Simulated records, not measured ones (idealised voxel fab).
voxel released beams: a process module
This is section cut - it's 175 nm across, gridded in 5 nm square cells.
Cross-section layout: square cells on a grid; listed as bands, top to bottom; a band spans one or more cell rows. First you get the band's top height and its bottom height, in nm, and then the materials it's made of, left to right, with each width in nm. If you see a single material with "full width", that one covers the band edge to edge. "empty" is empty space. Height reference: 0 = level under which incoming wafer is all one material. Lowest band: no bottom, runs on downward, e.g. "top 0, no bottom". When a width is written as two numbers, as in "30 to 40", the first number is the width in the top row of cells of the band and the second is the width in its bottom row, and the width changes by the same amount from each row to the next. For the purposes of this document, the phrase "identical to before" attached to a step denotes that no cell within the cross-section was modified by that step. "closed voids": empty spaces of 8 cells or more with no open way to the top, each given as width x height at distance, distance from the left edge, all in nm. That trailing text on a step's line, after the settings, is the simulator's own remark on the step. The optional step-line setting "overlay nm" applies to steps with a mask and quantifies how far to the right of its planned location the mask lay, a negative value indicating leftward placement. If you're wondering how to read the rest of this, here's the deal. It's pairs of cross-sections: one from before a process step, one from after it. The after one is only drawn as far down as the lowest band that changed. Right under each pair you'll see which step sits between them and what its settings were. Don't read the pairs as one continuous story, though. They can come from different runs of this module on the same starting wafer, and a pair only carries on from the one above it where its entry headed "Pre-processing view" says so.
-- Pre-processing view
* top 0, no bottom  Si full width
* closed voids: none
-- Structure After Step
* top 10, bottom 0  SiN full width
* Beneath the level 0, the cross-section is identical to its previous state.
* closed voids: none
Between the two cross-sections shown above, the process step is CONFORMAL_DEP | material SiN | thk nm 10
Pre-processing view: see the after view in the pair directly above.
-- Structure After Step
* top 25, bottom 10  SiO2 full width
* Beneath the level 10, the cross-section is identical to its previous state.
* closed voids: none
Between the two cross-sections shown above, the process step is DIRECTIONAL_DEP | material SiO2 | thk nm 15
Pre-processing view: see the after view in the pair directly above.
-- Structure After Step
* top 45, bottom 25  35 nm resist  45 nm empty  95 nm resist
* Beneath the level 25, the cross-section is identical to its previous state.
* closed voids: none
Between the two cross-sections shown above, the process step is PATTERN | tone open | mask id ANCHOR | material resist | width nm 45 | thk nm 20 | overlay nm 0
Pre-processing view: see the after view in the pair directly above.
-- Structure After Step
* top 45, bottom 25  35 nm resist  45 nm empty  95 nm resist
* top 25, bottom 10  35 nm SiO2  45 nm empty  95 nm SiO2
* Beneath the level 10, the cross-section is identical to its previous state.
* closed voids: none
Between the two cross-sections shown above, the process step is DIRECTIONAL_ETCH | etch materials SiO2 | depth nm 15
Pre-processing view: see the after view in the pair directly above.
-- Structure After Step
* top 25, bottom 10  35 nm SiO2  45 nm empty  95 nm SiO2
* Beneath the level 10, the cross-section is identical to its previous state.
* closed voids: none
Between the two cross-sections shown above, the process step is STRIP | etch materials resist
Pre-processing view: see the after view in the pair directly above.
-- Structure After Step
* top 40, bottom 25  50 nm W  15 nm empty  110 nm W
* top 25, bottom 10  35 nm SiO2  45 nm W  95 nm SiO2
* Beneath the level 10, the cross-section is identical to its previous state.
* closed voids: none
Between the two cross-sections shown above, the process step is CONFORMAL_DEP | material W | thk nm 15
Pre-processing view: see the after view in the pair directly above.
-- Structure After Step
* top 40, bottom 25  30 nm empty  20 nm W  15 nm empty  75 nm W  35 nm empty
* Beneath the level 25, the cross-section is identical to its previous state.
* closed voids: none
Between the two cross-sections shown above, the process step is MASKED_ETCH | tone cover | mask id BEAM | width nm 110 | etch materials W | depth nm 15 | overlay nm 0
Pre-processing view: see the after view in the pair directly above.
-- Structure After Step
* top 40, bottom 25  30 nm empty  20 nm W  15 nm empty  75 nm W  35 nm empty
* top 25, bottom 10  35 nm empty  45 nm W  95 nm empty
* Beneath the level 10, the cross-section is identical to its previous state.
* closed voids: none
Between the two cross-sections shown above, the process step is STRIP | etch materials SiO2
-- Pre-processing view
* top 0, no bottom  Si full width
* closed voids: none
-- Structure After Step
* top 15, bottom 0  SiO2 full width
* Beneath the level 0, the cross-section is identical to its previous state.
* closed voids: none
Between the two cross-sections shown above, the process step is DIRECTIONAL_DEP | material SiO2 | thk nm 15
Pre-processing view: see the after view in the pair directly above.
-- Structure After Step
* top 35, bottom 15  35 nm resist  45 nm empty  95 nm resist
* Beneath the level 15, the cross-section is identical to its previous state.
* closed voids: none
Between the two cross-sections shown above, the process step is PATTERN | tone open | mask id ANCHOR | material resist | width nm 45 | thk nm 20 | overlay nm 0
Pre-processing view: see the after view in the pair directly above.
-- Structure After Step
* top 35, bottom 15  35 nm resist  45 nm empty  95 nm resist
* top 15, bottom 0  35 nm SiO2  45 nm empty  95 nm SiO2
* Beneath the level 0, the cross-section is identical to its previous state.
* closed voids: none
Between the two cross-sections shown above, the process step is DIRECTIONAL_ETCH | etch materials SiO2 | depth nm 15
Pre-processing view: see the after view in the pair directly above.
-- Structure After Step
* top 15, bottom 0  35 nm SiO2  45 nm empty  95 nm SiO2
* Beneath the level 0, the cross-section is identical to its previous state.
* closed voids: none
Between the two cross-sections shown above, the process step is STRIP | etch materials resist
Pre-processing view: see the after view in the pair directly above.
-- Structure After Step
* top 30, bottom 15  50 nm W  15 nm empty  110 nm W
* top 15, bottom 0  35 nm SiO2  45 nm W  95 nm SiO2
* Beneath the level 0, the cross-section is identical to its previous state.
* closed voids: none
Between the two cross-sections shown above, the process step is CONFORMAL_DEP | material W | thk nm 15
Pre-processing view: see the after view in the pair directly above.
-- Structure After Step
* top 30, bottom 15  30 nm empty  20 nm W  15 nm empty  75 nm W  35 nm empty
* Beneath the level 15, the cross-section is identical to its previous state.
* closed voids: none
Between the two cross-sections shown above, the process step is MASKED_ETCH | tone cover | mask id BEAM | width nm 110 | etch materials W | depth nm 15 | overlay nm 0
Pre-processing view: see the after view in the pair directly above.
-- Structure After Step
* top 30, bottom 15  30 nm empty  20 nm W  15 nm empty  75 nm W  35 nm empty
* top 15, bottom 0  35 nm empty  45 nm W  95 nm empty
* Beneath the level 0, the cross-section is identical to its previous state.
* closed voids: none
Between the two cross-sections shown above, the process step is STRIP | etch materials SiO2
-- Pre-processing view
* top 40, bottom 25  50 nm W  15 nm empty  110 nm W
* top 25, bottom 10  35 nm SiO2  45 nm W  95 nm SiO2
* top 10, bottom 0  SiN full width
* top 0, no bottom  Si full width
* closed voids: none
-- Structure After Step
* top 55, bottom 25  W full width
* Beneath the level 25, the cross-section is identical to its previous state.
* closed voids: none
Between the two cross-sections shown above, the process step is CONFORMAL_DEP | material W | thk nm 15
Pre-processing view: see the after view in the pair directly above.
-- Structure After Step
* top 55, bottom 40  30 nm empty  110 nm W  35 nm empty
* Beneath the level 40, the cross-section is identical to its previous state.
* closed voids: none
Between the two cross-sections shown above, the process step is MASKED_ETCH | tone cover | mask id BEAM | width nm 110 | etch materials W | depth nm 15 | overlay nm 0
-- Pre-processing view
* top 15, bottom 0  SiO2 full width
* top 0, no bottom  Si full width
* closed voids: none
-- Structure After Step
* top 25, bottom 15  SiN full width
* Beneath the level 15, the cross-section is identical to its previous state.
* closed voids: none
Between the two cross-sections shown above, the process step is CONFORMAL_DEP | material SiN | thk nm 10
Pre-processing view: see the after view in the pair directly above.
-- Structure After Step
* top 45, bottom 25  35 nm resist  45 nm empty  95 nm resist
* Beneath the level 25, the cross-section is identical to its previous state.
* closed voids: none
Between the two cross-sections shown above, the process step is PATTERN | tone open | mask id ANCHOR | material resist | width nm 45 | thk nm 20 | overlay nm 0
Pre-processing view: see the after view in the pair directly above.
-- Structure After Step
* top 25, bottom 15  SiN full width
* Beneath the level 15, the cross-section is identical to its previous state.
* closed voids: none
Between the two cross-sections shown above, the process step is STRIP | etch materials resist
Pre-processing view: see the after view in the pair directly above.
-- Structure After Step
* top 40, bottom 25  W full width
* Beneath the level 25, the cross-section is identical to its previous state.
* closed voids: none
Between the two cross-sections shown above, the process step is CONFORMAL_DEP | material W | thk nm 15
Pre-processing view: see the after view in the pair directly above.
-- Structure After Step
* top 40, bottom 25  30 nm empty  110 nm W  35 nm empty
* Beneath the level 25, the cross-section is identical to its previous state.
* closed voids: none
Between the two cross-sections shown above, the process step is MASKED_ETCH | tone cover | mask id BEAM | width nm 110 | etch materials W | depth nm 15 | overlay nm 0
-- Pre-processing view
* top 25, bottom 10  35 nm SiO2  45 nm empty  95 nm SiO2
* top 10, bottom 0  SiN full width
* top 0, no bottom  Si full width
* closed voids: none
-- Structure After Step
* top 35, bottom 25  45 nm W  25 nm empty  105 nm W
* top 25, bottom 20  35 nm SiO2  10 nm W  25 nm empty  10 nm W  95 nm SiO2
* top 20, bottom 10  35 nm SiO2  45 nm W  95 nm SiO2
* Beneath the level 10, the cross-section is identical to its previous state.
* closed voids: none
Between the two cross-sections shown above, the process step is CONFORMAL_DEP | material W | thk nm 10
Pre-processing view: see the after view in the pair directly above.
-- Structure After Step
* top 35, bottom 25  30 nm empty  15 nm W  25 nm empty  70 nm W  35 nm empty
* Beneath the level 25, the cross-section is identical to its previous state.
* closed voids: none
Between the two cross-sections shown above, the process step is MASKED_ETCH | tone cover | mask id BEAM | width nm 110 | etch materials W | depth nm 15 | overlay nm 0
Pre-processing view: see the after view in the pair directly above.
-- Structure After Step
* top 35, bottom 25  30 nm empty  15 nm W  25 nm empty  70 nm W  35 nm empty
* top 25, bottom 20  35 nm empty  10 nm W  25 nm empty  10 nm W  95 nm empty
* top 20, bottom 10  35 nm empty  45 nm W  95 nm empty
* Beneath the level 10, the cross-section is identical to its previous state.
* closed voids: none
Between the two cross-sections shown above, the process step is STRIP | etch materials SiO2
-- Pre-processing view
* top 40, bottom 25  50 nm W  15 nm empty  110 nm W
* top 25, bottom 10  35 nm SiO2  45 nm W  95 nm SiO2
* top 10, bottom 0  SiN full width
* top 0, no bottom  Si full width
* closed voids: none
-- Structure After Step
* top 40, bottom 25  35 nm empty  15 nm W  15 nm empty  70 nm W  40 nm empty
* Beneath the level 25, the cross-section is identical to its previous state.
* closed voids: none
Between the two cross-sections shown above, the process step is MASKED_ETCH | tone cover | mask id BEAM | width nm 100 | etch materials W | depth nm 15 | overlay nm 0
Pre-processing view: see the after view in the pair directly above.
-- Structure After Step
* top 40, bottom 25  35 nm empty  15 nm W  15 nm empty  70 nm W  40 nm empty
* top 25, bottom 10  35 nm empty  45 nm W  95 nm empty
* Beneath the level 10, the cross-section is identical to its previous state.
* closed voids: none
Between the two cross-sections shown above, the process step is STRIP | etch materials SiO2
-- Pre-processing view
* top 25, bottom 10  SiO2 full width
* top 10, bottom 0  SiN full width
* top 0, no bottom  Si full width
* closed voids: none
-- Structure After Step
* top 45, bottom 25  45 nm resist  45 nm empty  85 nm resist
* Beneath the level 25, the cross-section is identical to its previous state.
* closed voids: none
Between the two cross-sections shown above, the process step is PATTERN | tone open | mask id ANCHOR | material resist | width nm 45 | thk nm 20 | overlay nm 10
Pre-processing view: see the after view in the pair directly above.
-- Structure After Step
* top 45, bottom 25  45 nm resist  45 nm empty  85 nm resist
* top 25, bottom 10  45 nm SiO2  45 nm empty  85 nm SiO2
* Beneath the level 10, the cross-section is identical to its previous state.
* closed voids: none
Between the two cross-sections shown above, the process step is DIRECTIONAL_ETCH | etch materials SiO2 | depth nm 15
Pre-processing view: see the after view in the pair directly above.
-- Structure After Step
* top 25, bottom 10  45 nm SiO2  45 nm empty  85 nm SiO2
* Beneath the level 10, the cross-section is identical to its previous state.
* closed voids: none
Between the two cross-sections shown above, the process step is STRIP | etch materials resist
Pre-processing view: see the after view in the pair directly above.
-- Structure After Step
* top 40, bottom 25  60 nm W  15 nm empty  100 nm W
* top 25, bottom 10  45 nm SiO2  45 nm W  85 nm SiO2
* Beneath the level 10, the cross-section is identical to its previous state.
* closed voids: none
Between the two cross-sections shown above, the process step is CONFORMAL_DEP | material W | thk nm 15
Pre-processing view: see the after view in the pair directly above.
-- Structure After Step
* top 40, bottom 25  30 nm empty  30 nm W  15 nm empty  65 nm W  35 nm empty
* Beneath the level 25, the cross-section is identical to its previous state.
* closed voids: none
Between the two cross-sections shown above, the process step is MASKED_ETCH | tone cover | mask id BEAM | width nm 110 | etch materials W | depth nm 15 | overlay nm 0
Pre-processing view: see the after view in the pair directly above.
-- Structure After Step
* top 40, bottom 25  30 nm empty  30 nm W  15 nm empty  65 nm W  35 nm empty
* top 25, bottom 10  45 nm empty  45 nm W  85 nm empty
* Beneath the level 10, the cross-section is identical to its previous state.
* closed voids: none
Between the two cross-sections shown above, the process step is STRIP | etch materials SiO2
-- Pre-processing view
* top 0, no bottom  Si full width
* closed voids: none
-- Structure After Step
* top 10, bottom 0  W full width
* Beneath the level 0, the cross-section is identical to its previous state.
* closed voids: none
Between the two cross-sections shown above, the process step is CONFORMAL_DEP | material W | thk nm 10
Pre-processing view: see the after view in the pair directly above.
-- Structure After Step
* top 25, bottom 10  SiO2 full width
* Beneath the level 10, the cross-section is identical to its previous state.
* closed voids: none
Between the two cross-sections shown above, the process step is DIRECTIONAL_DEP | material SiO2 | thk nm 15
Pre-processing view: see the after view in the pair directly above.
-- Structure After Step
* top 45, bottom 25  35 nm resist  45 nm empty  95 nm resist
* Beneath the level 25, the cross-section is identical to its previous state.
* closed voids: none
Between the two cross-sections shown above, the process step is PATTERN | tone open | mask id ANCHOR | material resist | width nm 45 | thk nm 20 | overlay nm 0
Pre-processing view: see the after view in the pair directly above.
-- Structure After Step
* top 45, bottom 25  35 nm resist  45 nm empty  95 nm resist
* top 25, bottom 10  35 nm SiO2  45 nm empty  95 nm SiO2
* Beneath the level 10, the cross-section is identical to its previous state.
* closed voids: none
Between the two cross-sections shown above, the process step is DIRECTIONAL_ETCH | etch materials SiO2 | depth nm 15
Pre-processing view: see the after view in the pair directly above.
-- Structure After Step
* top 25, bottom 10  35 nm SiO2  45 nm empty  95 nm SiO2
* Beneath the level 10, the cross-section is identical to its previous state.
* closed voids: none
Between the two cross-sections shown above, the process step is STRIP | etch materials resist
Pre-processing view: see the after view in the pair directly above.
-- Structure After Step
* top 40, bottom 25  50 nm W  15 nm empty  110 nm W
* top 25, bottom 10  35 nm SiO2  45 nm W  95 nm SiO2
* Beneath the level 10, the cross-section is identical to its previous state.
* closed voids: none
Between the two cross-sections shown above, the process step is CONFORMAL_DEP | material W | thk nm 15
Pre-processing view: see the after view in the pair directly above.
-- Structure After Step
* top 40, bottom 25  30 nm empty  20 nm W  15 nm empty  75 nm W  35 nm empty
* Beneath the level 25, the cross-section is identical to its previous state.
* closed voids: none
Between the two cross-sections shown above, the process step is MASKED_ETCH | tone cover | mask id BEAM | width nm 110 | etch materials W | depth nm 15 | overlay nm 0
Pre-processing view: see the after view in the pair directly above.
-- Structure After Step
* top 40, bottom 25  30 nm empty  20 nm W  15 nm empty  75 nm W  35 nm empty
* top 25, bottom 10  35 nm empty  45 nm W  95 nm empty
* Beneath the level 10, the cross-section is identical to its previous state.
* closed voids: none
Between the two cross-sections shown above, the process step is STRIP | etch materials SiO2
-- Pre-processing view
* top 40, bottom 25  50 nm W  15 nm empty  110 nm W
* top 25, bottom 10  35 nm SiO2  45 nm W  95 nm SiO2
* top 10, bottom 0  SiN full width
* top 0, no bottom  Si full width
* closed voids: none
-- Structure After Step
* top 40, bottom 25  30 nm W  110 nm empty  35 nm W
* top 25, bottom 10  35 nm SiO2  15 nm W  15 nm empty  15 nm W  95 nm SiO2
* Beneath the level 10, the cross-section is identical to its previous state.
* closed voids: none
Between the two cross-sections shown above, the process step is MASKED_ETCH | tone open | mask id BEAM | width nm 110 | etch materials W | depth nm 15 | overlay nm 0
Pre-processing view: see the after view in the pair directly above.
-- Structure After Step
* top 25, bottom 10  35 nm empty  15 nm W  15 nm empty  15 nm W  95 nm empty
* Beneath the level 10, the cross-section is identical to its previous state.
* closed voids: none
Between the two cross-sections shown above, the process step is STRIP | etch materials SiO2
